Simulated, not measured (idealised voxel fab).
process module | voxel capacitor over wiring
cross-section cut | 220 nm wide | cells 5 nm
A cross-section is a grid of square cells, given in bands from the top down. A band is one or more rows of cells.
Each band's line starts with the height of the band's top and of its bottom, in nm. Then come its materials from left to right, each with its width in nm. One material with "throughout" fills the band from edge to edge. "air" is empty space.
Height 0 is the level under which the wafer as received is all one material. The lowest band goes on downwards, as in "0 down".
A width such as "30 to 40" changes by the same amount from each row of cells to the next, from the band's top row to its bottom row.
"no change" after a step means that no cell of the cross-section changed.
closed voids: empty space of 8 cells or more with no open way to the top, each as width x height at its distance from the left edge, in nm
after a step's settings: what the simulator itself notes on the step
overlay nm, on a step with a mask: how far to the right of its planned place the mask lay; to the left if negative
plan
1 op RECEIVE | material Si
2 op CONFORMAL_DEP | material SiO2 | thk nm 10
3 op CONFORMAL_DEP | material SiCN | thk nm 5
4 op DIRECTIONAL_DEP | material lowk | thk nm 15
5 op PATTERN | tone open | mask id METAL_1 | material resist | width nm 30 | pitch nm 85 | thk nm 15 | overlay nm 0
6 op DIRECTIONAL_ETCH | etch materials lowk | depth nm 15
7 op DIRECTIONAL_ETCH | etch materials SiCN | depth nm 5
8 op STRIP | etch materials resist
9 op CONFORMAL_DEP | material TiN | thk nm 5
10 op FILL_DEP | material W | thk nm 10
11 op CMP | height nm 30
12 op CONFORMAL_DEP | material SiCN | thk nm 5
13 op DIRECTIONAL_DEP | material lowk | thk nm 10
14 op DIRECTIONAL_DEP | material aC | thk nm 15
15 op PATTERN | tone open | mask id PLUG_1 | material resist | width nm 15 | thk nm 30 | overlay nm 0
16 op DIRECTIONAL_ETCH | etch materials aC | depth nm 15
17 op STRIP | etch materials resist
18 op DIRECTIONAL_ETCH | etch materials lowk | depth nm 10
19 op DIRECTIONAL_ETCH | etch materials SiCN | depth nm 5
20 op STRIP | etch materials aC
21 op EPI | material Ru | thk nm 10
22 op EPI | material Ru | thk nm 5
23 op DIRECTIONAL_DEP | material TiN | thk nm 5
24 op DIRECTIONAL_DEP | material Al2O3 | thk nm 5
25 op DIRECTIONAL_DEP | material TiN | thk nm 5
26 op PATTERN | tone cover | mask id UPPER_PLATE | material resist | width nm 60 | thk nm 20 | overlay nm 0
27 op DIRECTIONAL_ETCH | etch materials TiN | depth nm 5
28 op DIRECTIONAL_ETCH | etch materials Al2O3 | depth nm 5
29 op STRIP | etch materials resist
30 op DIRECTIONAL_DEP | material aC | thk nm 15
31 op PATTERN | tone cover | mask id LOWER_PLATE | material resist | width nm 70 | thk nm 30 | overlay nm 0
32 op DIRECTIONAL_ETCH | etch materials aC | depth nm 15
33 op STRIP | etch materials resist
34 op DIRECTIONAL_ETCH | etch materials TiN | depth nm 5
35 op STRIP | etch materials aC
36 op FILL_DEP | material SiO2 | thk nm 20
37 op CMP | height nm 75
38 op PATTERN | tone open | mask id PLUG_2 | material resist | width nm 15 | thk nm 15 | overlay nm 0
39 op DIRECTIONAL_ETCH | etch materials SiO2 | depth nm 15
40 op STRIP | etch materials resist
41 op CONFORMAL_DEP | material TiN | thk nm 5
42 op FILL_DEP | material Cu | thk nm 10
43 op CMP | height nm 75
44 op CONFORMAL_DEP | material SiN | thk nm 5
first wafer, as planned
as received, after step 1
  0 down: Si throughout
  closed voids: none
after step 2
  10 to 0: SiO2 throughout
  below 0: unchanged
after step 3
  15 to 10: SiCN throughout
  below 10: unchanged
after step 4
  30 to 15: lowk throughout
  below 15: unchanged
after step 5
  45 to 30: resist 50 | air 30 | resist 55 | air 30 | resist 55
  below 30: unchanged
after step 6
  45 to 30: resist 50 | air 30 | resist 55 | air 30 | resist 55
  30 to 15: lowk 50 | air 30 | lowk 55 | air 30 | lowk 55
  below 15: unchanged
after step 7
  45 to 30: resist 50 | air 30 | resist 55 | air 30 | resist 55
  30 to 15: lowk 50 | air 30 | lowk 55 | air 30 | lowk 55
  15 to 10: SiCN 50 | air 30 | SiCN 55 | air 30 | SiCN 55
  below 10: unchanged
after step 8
  30 to 15: lowk 50 | air 30 | lowk 55 | air 30 | lowk 55
  below 15: unchanged
after step 9
  35 to 30: TiN 55 | air 20 | TiN 65 | air 20 | TiN 60
  30 to 15: lowk 50 | TiN 5 | air 20 | TiN 5 | lowk 55 | TiN 5 | air 20 | TiN 5 | lowk 55
  15 to 10: SiCN 50 | TiN 30 | SiCN 55 | TiN 30 | SiCN 55
  below 10: unchanged
after step 10
  45 to 35: W throughout
  35 to 30: TiN 55 | W 20 | TiN 65 | W 20 | TiN 60
  30 to 15: lowk 50 | TiN 5 | W 20 | TiN 5 | lowk 55 | TiN 5 | W 20 | TiN 5 | lowk 55
  below 15: unchanged
after step 11
  30 to 15: lowk 50 | TiN 5 | W 20 | TiN 5 | lowk 55 | TiN 5 | W 20 | TiN 5 | lowk 55
  below 15: unchanged
after step 12
  35 to 30: SiCN throughout
  below 30: unchanged
after step 13
  45 to 35: lowk throughout
  below 35: unchanged
after step 14
  60 to 45: aC throughout
  below 45: unchanged
after step 15
  90 to 60: resist 65 | air 15 | resist 140
  below 60: unchanged
after step 16
  75 to 60: resist 65 | air 15 | resist 140
  60 to 45: aC 65 | air 15 | aC 140
  below 45: unchanged
after step 17
  60 to 45: aC 65 | air 15 | aC 140
  below 45: unchanged
after step 18
  60 to 45: aC 65 | air 15 | aC 140
  45 to 35: lowk 65 | air 15 | lowk 140
  below 35: unchanged
after step 19
  60 to 45: aC 65 | air 15 | aC 140
  45 to 35: lowk 65 | air 15 | lowk 140
  35 to 30: SiCN 65 | air 15 | SiCN 140
  below 30: unchanged
after step 20
  45 to 35: lowk 65 | air 15 | lowk 140
  below 35: unchanged
after step 21
  45 to 40: lowk 65 | air 15 | lowk 140
  40 to 35: lowk 65 | Ru 15 | lowk 140
  35 to 30: SiCN 65 | Ru 15 | SiCN 140
  below 30: unchanged
after step 22
  45 to 35: lowk 65 | Ru 15 | lowk 140
  below 35: unchanged
after step 23
  50 to 45: TiN throughout
  below 45: unchanged
after step 24
  55 to 50: Al2O3 throughout
  below 50: unchanged
after step 25
  60 to 55: TiN throughout
  below 55: unchanged
after step 26
  80 to 60: air 65 | resist 60 | air 95
  below 60: unchanged
after step 27
  80 to 60: air 65 | resist 60 | air 95
  60 to 55: air 65 | TiN 60 | air 95
  below 55: unchanged
after step 28
  80 to 60: air 65 | resist 60 | air 95
  60 to 55: air 65 | TiN 60 | air 95
  55 to 50: air 65 | Al2O3 60 | air 95
  below 50: unchanged
after step 29
  60 to 55: air 65 | TiN 60 | air 95
  below 55: unchanged
after step 30
  75 to 65: air 65 | aC 60 | air 95
  65 to 60: aC throughout
  60 to 55: aC 65 | TiN 60 | aC 95
  55 to 50: aC 65 | Al2O3 60 | aC 95
  below 50: unchanged
after step 31
  105 to 75: air 60 | resist 70 | air 90
  75 to 65: air 60 | resist 5 | aC 60 | resist 5 | air 90
  below 65: unchanged
after step 32
  90 to 75: air 60 | resist 70 | air 90
  75 to 65: air 60 | resist 5 | aC 60 | resist 5 | air 90
  65 to 60: air 60 | aC 70 | air 90
  60 to 55: air 60 | aC 5 | TiN 60 | aC 5 | air 90
  55 to 50: air 60 | aC 5 | Al2O3 60 | aC 5 | air 90
  below 50: unchanged
after step 33
  75 to 65: air 65 | aC 60 | air 95
  below 65: unchanged
after step 34
  75 to 65: air 65 | aC 60 | air 95
  65 to 60: air 60 | aC 70 | air 90
  60 to 55: air 60 | aC 5 | TiN 60 | aC 5 | air 90
  55 to 50: air 60 | aC 5 | Al2O3 60 | aC 5 | air 90
  50 to 45: air 60 | TiN 70 | air 90
  below 45: unchanged
after step 35
  60 to 55: air 65 | TiN 60 | air 95
  55 to 50: air 65 | Al2O3 60 | air 95
  below 50: unchanged
after step 36
  80 to 60: SiO2 throughout
  60 to 55: SiO2 65 | TiN 60 | SiO2 95
  55 to 50: SiO2 65 | Al2O3 60 | SiO2 95
  50 to 45: SiO2 60 | TiN 70 | SiO2 90
  below 45: unchanged
after step 37
  75 to 60: SiO2 throughout
  below 60: unchanged
after step 38
  90 to 75: resist 75 | air 15 | resist 130
  below 75: unchanged
after step 39
  90 to 75: resist 75 | air 15 | resist 130
  75 to 60: SiO2 75 | air 15 | SiO2 130
  below 60: unchanged
after step 40
  75 to 60: SiO2 75 | air 15 | SiO2 130
  below 60: unchanged
after step 41
  80 to 75: TiN 80 | air 5 | TiN 135
  75 to 65: SiO2 75 | TiN 5 | air 5 | TiN 5 | SiO2 130
  65 to 55: SiO2 75 to 65 | TiN 15 to 60 | SiO2 130 to 95
  below 55: unchanged
after step 42
  90 to 80: Cu throughout
  80 to 75: TiN 80 | Cu 5 | TiN 135
  75 to 65: SiO2 75 | TiN 5 | Cu 5 | TiN 5 | SiO2 130
  below 65: unchanged
after step 43
  75 to 65: SiO2 75 | TiN 5 | Cu 5 | TiN 5 | SiO2 130
  below 65: unchanged
after step 44
  80 to 75: SiN throughout
  below 75: unchanged
second wafer: like start, like plan, one mistake. Through step 21 it matches the first wafer
when step 22 should have ended
  50 to 45: TiN 65 | air 15 | TiN 140
  45 to 40: lowk 65 | TiN 15 | lowk 140
  below 40: unchanged
when step 23 should have ended
  55 to 50: Ru 70 | air 5 | Ru 145
  50 to 45: TiN 65 | Ru 15 | TiN 140
  below 45: unchanged
when step 24 should have ended
  60 to 55: Al2O3 70 | air 5 | Al2O3 145
  55 to 50: Ru 70 | Al2O3 5 | Ru 145
  below 50: unchanged
when step 25 should have ended
  65 to 60: TiN 70 | air 5 | TiN 145
  60 to 55: Al2O3 70 | TiN 5 | Al2O3 145
  below 55: unchanged
when step 26 should have ended
  85 to 65: air 65 | resist 60 | air 95
  65 to 60: TiN 70 | resist 5 | TiN 145
  below 60: unchanged
when step 27 should have ended
  85 to 65: air 65 | resist 60 | air 95
  65 to 60: air 65 | TiN 5 | resist 5 | TiN 50 | air 95
  below 60: unchanged
when step 28 should have ended
  85 to 65: air 65 | resist 60 | air 95
  65 to 60: air 65 | TiN 5 | resist 5 | TiN 50 | air 95
  60 to 55: air 65 | Al2O3 5 | TiN 5 | Al2O3 50 | air 95
  below 55: unchanged
when step 29 should have ended
  65 to 60: air 65 | TiN 5 | air 5 | TiN 50 | air 95
  below 60: unchanged
when step 30 should have ended
  80 to 75: air 65 | aC 5 | air 5 | aC 50 | air 95
  75 to 70: air 65 | aC 60 | air 95
  70 to 65: aC throughout
  65 to 60: aC 65 | TiN 5 | aC 5 | TiN 50 | aC 95
  60 to 55: aC 65 | Al2O3 5 | TiN 5 | Al2O3 50 | aC 95
  below 55: unchanged
when step 31 should have ended
  110 to 80: air 60 | resist 70 | air 90
  80 to 75: air 60 | resist 5 | aC 5 | resist 5 | aC 50 | resist 5 | air 90
  75 to 70: air 60 | resist 5 | aC 60 | resist 5 | air 90
  below 70: unchanged
when step 32 should have ended
  95 to 80: air 60 | resist 70 | air 90
  80 to 75: air 60 | resist 5 | aC 5 | resist 5 | aC 50 | resist 5 | air 90
  75 to 70: air 60 | resist 5 | aC 60 | resist 5 | air 90
  70 to 65: air 60 | aC 70 | air 90
  65 to 60: air 60 | aC 5 | TiN 5 | aC 5 | TiN 50 | aC 5 | air 90
  60 to 55: air 60 | aC 5 | Al2O3 5 | TiN 5 | Al2O3 50 | aC 5 | air 90
  below 55: unchanged
when step 33 should have ended
  80 to 75: air 65 | aC 5 | air 5 | aC 50 | air 95
  75 to 65: air 65 to 60 | aC 60 to 70 | air 95 to 90
  below 65: unchanged
when step 34 should have ended: no change
when step 35 should have ended
  65 to 60: air 65 | TiN 5 | air 5 | TiN 50 | air 95
  60 to 55: air 65 | Al2O3 5 | TiN 5 | Al2O3 50 | air 95
  below 55: unchanged
when step 36 should have ended
  85 to 65: SiO2 throughout
  65 to 60: SiO2 65 | TiN 5 | SiO2 5 | TiN 50 | SiO2 95
  60 to 55: SiO2 65 | Al2O3 5 | TiN 5 | Al2O3 50 | SiO2 95
  below 55: unchanged
when step 37 should have ended
  75 to 65: SiO2 throughout
  below 65: unchanged
when step 38 should have ended
  90 to 75: resist 75 | air 15 | resist 130
  below 75: unchanged
when step 39 should have ended
  90 to 75: resist 75 | air 15 | resist 130
  75 to 65: SiO2 75 | air 15 | SiO2 130
  below 65: unchanged
when step 40 should have ended
  75 to 65: SiO2 75 | air 15 | SiO2 130
  below 65: unchanged
when step 41 should have ended
  80 to 75: TiN 80 | air 5 | TiN 135
  75 to 70: SiO2 75 | TiN 5 | air 5 | TiN 5 | SiO2 130
  70 to 65: SiO2 75 | TiN 15 | SiO2 130
  below 65: unchanged
when step 42 should have ended
  90 to 80: Cu throughout
  80 to 75: TiN 80 | Cu 5 | TiN 135
  75 to 70: SiO2 75 | TiN 5 | Cu 5 | TiN 5 | SiO2 130
  below 70: unchanged
when step 43 should have ended
  75 to 70: SiO2 75 | TiN 5 | Cu 5 | TiN 5 | SiO2 130
  below 70: unchanged
when step 44 should have ended
  80 to 75: SiN throughout
  below 75: unchanged
what went wrong: steps 22 and 23 were swapped
at the end the second wafer has, in cells: 1 fewer of Cu | 43 more of Ru | 70 fewer of SiO2 | 28 more of TiN
